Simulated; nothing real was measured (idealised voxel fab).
process module | voxel gate over fins
cross-section cut | 165 nm wide | cells 5 nm
A cross-section is a grid of square cells, given in bands from the top down. A band is one or more rows of cells.
Each band's line starts with the height of the band's top and of its bottom, in nm. Then come its materials from left to right, each with its width in nm. One material with "throughout" fills the band from edge to edge. "air" is empty space.
Height 0 is the level under which the wafer as received is all one material. The lowest band goes on downwards, as in "0 down".
A width such as "30 to 40" changes by the same amount from each row of cells to the next, from the band's top row to its bottom row.
"no change" after a step means that no cell of the cross-section changed.
closed voids: empty space of 8 cells or more with no open way to the top, each as width x height at its distance from the left edge, in nm
after a step's settings: what the simulator itself notes on the step
overlay nm, on a step with a mask: how far to the right of its planned place the mask lay; to the left if negative
plan
1 op RECEIVE | material Si
2 op CONFORMAL_DEP | material SiN | thk nm 5
3 op PATTERN | tone cover | mask id FINS | material resist | width nm 15 | pitch nm 45 | thk nm 20 | overlay nm 0
4 op DIRECTIONAL_ETCH | etch materials SiN | depth nm 5
5 op DIRECTIONAL_ETCH | etch materials Si | depth nm 30
6 op STRIP | etch materials resist
7 op FILL_DEP | material SiO2 | thk nm 15
8 op CMP | height nm 5
9 op SELECTIVE_ETCH | etch materials SiO2 | depth nm 20
10 op STRIP | etch materials SiN
11 op CONFORMAL_DEP | material HfO2 | thk nm 5
12 op CONFORMAL_DEP | material TiN | thk nm 5
13 op CONFORMAL_DEP | material TiAl | thk nm 5
14 op CONFORMAL_DEP | material TiN | thk nm 5
15 op FILL_DEP | material W | thk nm 10
16 op CMP | height nm 25
17 op CONFORMAL_DEP | material SiCN | thk nm 10
as received, after step 1
  0 down: Si throughout
  closed voids: none
first wafer at the end, as planned
  35 to 25: SiCN throughout
  25 to 20: W throughout
  20 to 15: W 30 | TiN 100 | W 35
  15 to 10: W 30 | TiN 5 | TiAl 90 | TiN 5 | W 35
  10 to 5: W 30 | TiN 5 | TiAl 5 | TiN 35 | TiAl 10 | TiN 35 | TiAl 5 | TiN 5 | W 35
  5 to 0: TiN 35 | TiAl 5 | TiN 5 | HfO2 25 | TiN 5 | TiAl 10 | TiN 5 | HfO2 25 | TiN 5 | TiAl 5 | TiN 40
  0 to -5: TiAl 40 | TiN 5 | HfO2 5 | Si 15 | HfO2 5 | TiN 5 | TiAl 10 | TiN 5 | HfO2 5 | Si 15 | HfO2 5 | TiN 5 | TiAl 45
  -5 to -10: TiN 45 | HfO2 5 | Si 15 | HfO2 5 | TiN 20 | HfO2 5 | Si 15 | HfO2 5 | TiN 50
  -10 to -15: HfO2 50 | Si 15 | HfO2 30 | Si 15 | HfO2 55
  -15 to -30: SiO2 50 | Si 15 | SiO2 30 | Si 15 | SiO2 55
  -30 down: Si throughout
  closed voids: none
second wafer at the end: like start, like plan, one mistake
  35 to 25: SiCN throughout
  25 to 20: W throughout
  20 to 15: W 30 | TiN 100 | W 35
  15 to 10: W 30 | TiN 5 | TiAl 90 | TiN 5 | W 35
  10 to 5: W 30 | TiN 5 | TiAl 5 | TiN 35 | TiAl 10 | TiN 35 | TiAl 5 | TiN 5 | W 35
  5 to 0: TiN 35 | TiAl 5 | TiN 5 | HfO2 25 | TiN 5 | TiAl 10 | TiN 5 | HfO2 25 | TiN 5 | TiAl 5 | TiN 40
  0 to -5: TiAl 40 | TiN 5 | HfO2 5 | Si 15 | HfO2 5 | TiN 5 | TiAl 10 | TiN 5 | HfO2 5 | Si 15 | HfO2 5 | TiN 5 | TiAl 45
  -5 to -10: TiN 45 | HfO2 5 | Si 15 | HfO2 5 | TiN 20 | HfO2 5 | Si 15 | HfO2 5 | TiN 50
  -10 to -15: HfO2 50 | Si 15 | HfO2 30 | Si 15 | HfO2 55
  -15 to -60: SiO2 50 | Si 15 | SiO2 30 | Si 15 | SiO2 55
  -60 down: Si throughout
  closed voids: none
what went wrong: step 5 was run twice
at the end the second wafer has, in cells: 162 fewer of Si | 162 more of SiO2
